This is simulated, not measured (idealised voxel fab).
The following process module bears the name voxel released beams.
Pictured: cross-section cut, 185 nm wide, on a grid of 5 nm square cells.
A cross-section is a grid of square cells, given in bands from the top down. A band is one or more rows of cells.
In this notation a band is specified by the heights of its top and bottom, in that order and in nm, after which its materials appear from left to right, each paired with its width in nm. The word "throughout" attached to a single material means that material fills the band from edge to edge; the word "blank" stands for empty space.
All heights in this document are referenced to 0, defined as the level beneath which the wafer, as received, consists entirely of one material. The lowest band is not bounded below; it extends indefinitely downward and is written in the form "0 down".
With a width like "30->40", each row of cells in the band differs from the next by the same amount, the top row carrying the first number and the bottom row the second.
"no modification" -> step changed no cross-section cell.
Closed-off voids of 8+ cells (no open route to the top) go in "Unvented cavities", written width x height at distance from the left edge, in nm.
On a step's line, text after the settings is the simulator commenting on that step.
If you see "overlay nm" on a step's line and that step has a mask, it's telling you how far right of where it was planned the mask ended up; a negative number means it went left instead.

[This section lists the process steps that were planned]
1,RECEIVE (material Si)
2,CONFORMAL_DEP (material SiN; thk nm 5)
3,DIRECTIONAL_DEP (material SiO2; thk nm 15)
4,MASKED_ETCH (tone open; mask id ANCHOR; width nm 30; etch materials SiO2; depth nm 15; overlay nm 0)
5,CONFORMAL_DEP (material TiN; thk nm 10)
6,PATTERN (tone cover; mask id BEAM; material resist; width nm 105; thk nm 20; overlay nm 0)
7,DIRECTIONAL_ETCH (etch materials TiN; depth nm 10)
8,STRIP (etch materials resist)
9,STRIP (etch materials SiO2)

[Cross-section of the wafer upon arrival, representing the state reached after step 1]
- 0 down  Si throughout
- Unvented cavities: none

[Here's the cross-section of the first of our two wafers at the end of the module - it ran as planned]
- 30 to 20  35 nm blank; 15 nm TiN; 10 nm blank; 80 nm TiN; 45 nm blank
- 20 to 15  40 nm blank; 10 nm TiN; 10 nm blank; 10 nm TiN; 115 nm blank
- 15 to 5  40 nm blank; 30 nm TiN; 115 nm blank
- 5 to 0  SiN throughout
- 0 down  Si throughout
- Unvented cavities: none

[Second of two wafers, module complete, sectioned: it shares the first wafer's start and plan but was run with one mistake]
- 25 to 15  35 nm blank; 15 nm TiN; 10 nm blank; 80 nm TiN; 45 nm blank
- 15 to 5  40 nm blank; 30 nm TiN; 115 nm blank
- 5 to 0  SiN throughout
- 0 down  Si throughout
- Unvented cavities: none
Want to know what went wrong? step 3: run off-plan, actual operation and settings DIRECTIONAL_DEP (material SiO2; thk nm 10)
Cell-count delta at end, second wafer over first, by material: -4 TiN
